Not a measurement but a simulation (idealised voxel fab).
A process module follows: voxel wiring stack.
This is section cut - it's 205 nm across, gridded in 5 nm square cells.
In what follows, cross-sections appear as grids of square cells, described through bands that run from the top down, where every band is one or more rows of cells.
This entry defines a band. It first specifies the height of the band's top and the height of its bottom in nm, and then specifies the band's materials from left to right, stating each material with its width in nm. The word "all across" identifies a single material that fills the band from edge to edge, while the word "blank" identifies empty space.
Height is counted from the level 0, under which the received wafer is composed throughout of one material. The lowest of the bands is not closed at the bottom but continues downward, in the notation "from 0 down".
Note: "30 to 40" means the width goes from the first number (top row of the band) to the second number (bottom row) in equal steps per row of cells.
"identical to before" (step): cross-section cells unchanged, all of them.
Closed empty spaces (no open way to the top) of 8 cells or more are what "Enclosed internal cavities" lists, each as width x height at distance from the left edge, nm for all three.
Heads up: the bit after the settings on a step's line is the simulator's remark on that step.
The "overlay nm" setting may appear on a step's line; for a step that uses a mask, it gives how far to the right of its planned position the mask lay, and a negative value indicates the left.

So here's the lineup of process steps we planned
step 1: RECEIVE: material Si
step 2: CONFORMAL_DEP: material SiO2, thk nm 15
step 3: DIRECTIONAL_DEP: material TiN, thk nm 5
step 4: DIRECTIONAL_DEP: material W, thk nm 25
step 5: PATTERN: tone cover, mask id METAL_1, material resist, width nm 30, pitch nm 55, thk nm 15, overlay nm 0
step 6: DIRECTIONAL_ETCH: etch materials W, depth nm 25
step 7: DIRECTIONAL_ETCH: etch materials TiN, depth nm 5
step 8: STRIP: etch materials resist
step 9: FILL_DEP: material lowk, thk nm 5
step 10: CMP: height nm 45
step 11: CONFORMAL_DEP: material SiCN, thk nm 5
step 12: DIRECTIONAL_DEP: material SiO2, thk nm 20
step 13: DIRECTIONAL_DEP: material aC, thk nm 10
step 14: PATTERN: tone open, mask id PLUG_1, material resist, width nm 15, pitch nm 110, thk nm 30, overlay nm 0
step 15: DIRECTIONAL_ETCH: etch materials aC, depth nm 10
step 16: STRIP: etch materials resist
step 17: DIRECTIONAL_ETCH: etch materials SiO2, depth nm 20
step 18: DIRECTIONAL_ETCH: etch materials SiCN, depth nm 5
step 19: STRIP: etch materials aC
step 20: CONFORMAL_DEP: material TiN, thk nm 5
step 21: FILL_DEP: material W, thk nm 5
step 22: CMP: height nm 70
step 23: DIRECTIONAL_DEP: material TiN, thk nm 5
step 24: DIRECTIONAL_DEP: material W, thk nm 15
step 25: PATTERN: tone cover, mask id METAL_2, material resist, width nm 30, pitch nm 55, thk nm 20, overlay nm 0
step 26: DIRECTIONAL_ETCH: etch materials W, depth nm 15
step 27: DIRECTIONAL_ETCH: etch materials TiN, depth nm 5
step 28: STRIP: etch materials resist
step 29: FILL_DEP: material SiO2, thk nm 10
step 30: CMP: height nm 90
step 31: CONFORMAL_DEP: material SiCN, thk nm 5
step 32: DIRECTIONAL_DEP: material lowk, thk nm 30
step 33: PATTERN: tone open, mask id METAL_3_HOLES, material resist, width nm 15, pitch nm 55, thk nm 20, overlay nm 0
step 34: DIRECTIONAL_ETCH: etch materials lowk, depth nm 30
step 35: STRIP: etch materials resist
step 36: MASKED_ETCH: tone open, mask id METAL_3, width nm 30, pitch nm 55, etch materials lowk, depth nm 15, overlay nm 0
step 37: MASKED_ETCH: tone open, mask id METAL_3, width nm 30, pitch nm 55, etch materials SiCN, depth nm 5, overlay nm 0
step 38: CONFORMAL_DEP: material TiN, thk nm 5
step 39: FILL_DEP: material Ru, thk nm 10
step 40: CMP: height nm 125
step 41: CONFORMAL_DEP: material SiN, thk nm 5

Wafer at receipt (post step 1), cross-section
* from 0 down  Si all across
* Enclosed internal cavities: none

Wafer cross-section at end of module: start and plan as shown above, one execution error
* from 130 to 125  SiN all across
* from 125 to 120  TiN 35 nm / Ru 20 nm / TiN 35 nm / Ru 20 nm / TiN 35 nm / Ru 20 nm / TiN 40 nm
* from 120 to 110  lowk 30 nm / TiN 5 nm / Ru 20 nm / TiN 5 nm / lowk 25 nm / TiN 5 nm / Ru 20 nm / TiN 5 nm / lowk 25 nm / TiN 5 nm / Ru 20 nm / TiN 5 nm / lowk 35 nm
* from 110 to 105  lowk 30 nm / TiN 5 nm / Ru 5 nm / TiN 20 nm / lowk 25 nm / TiN 5 nm / Ru 5 nm / TiN 20 nm / lowk 25 nm / TiN 5 nm / Ru 5 nm / TiN 20 nm / lowk 35 nm
* from 105 to 90  lowk 30 nm / TiN 5 nm / Ru 5 nm / TiN 5 nm / lowk 40 nm / TiN 5 nm / Ru 5 nm / TiN 5 nm / lowk 40 nm / TiN 5 nm / Ru 5 nm / TiN 5 nm / lowk 50 nm
* from 90 to 85  SiCN 30 nm / TiN 15 nm / SiCN 40 nm / TiN 15 nm / SiCN 40 nm / TiN 15 nm / SiCN 50 nm
* from 85 to 75  SiO2 30 nm / W 30 nm / SiO2 25 nm / W 30 nm / SiO2 25 nm / W 30 nm / SiO2 35 nm
* from 75 to 70  SiO2 30 nm / TiN 30 nm / SiO2 25 nm / TiN 30 nm / SiO2 25 nm / TiN 30 nm / SiO2 35 nm
* from 70 to 50  SiO2 30 nm / TiN 5 nm / W 5 nm / TiN 5 nm / SiO2 95 nm / TiN 5 nm / W 5 nm / TiN 5 nm / SiO2 50 nm
* from 50 to 45  SiCN 30 nm / TiN 15 nm / SiCN 95 nm / TiN 15 nm / SiCN 50 nm
* from 45 to 20  lowk 30 nm / W 30 nm / lowk 25 nm / W 30 nm / lowk 25 nm / W 30 nm / lowk 35 nm
* from 20 to 15  lowk 30 nm / TiN 30 nm / lowk 25 nm / TiN 30 nm / lowk 25 nm / TiN 30 nm / lowk 35 nm
* from 15 to 0  SiO2 all across
* from 0 down  Si all across
* Enclosed internal cavities: none
Deviation noted in wafer processing: step 30 ran differently from the plan; actual operation with settings: CMP: height nm 85
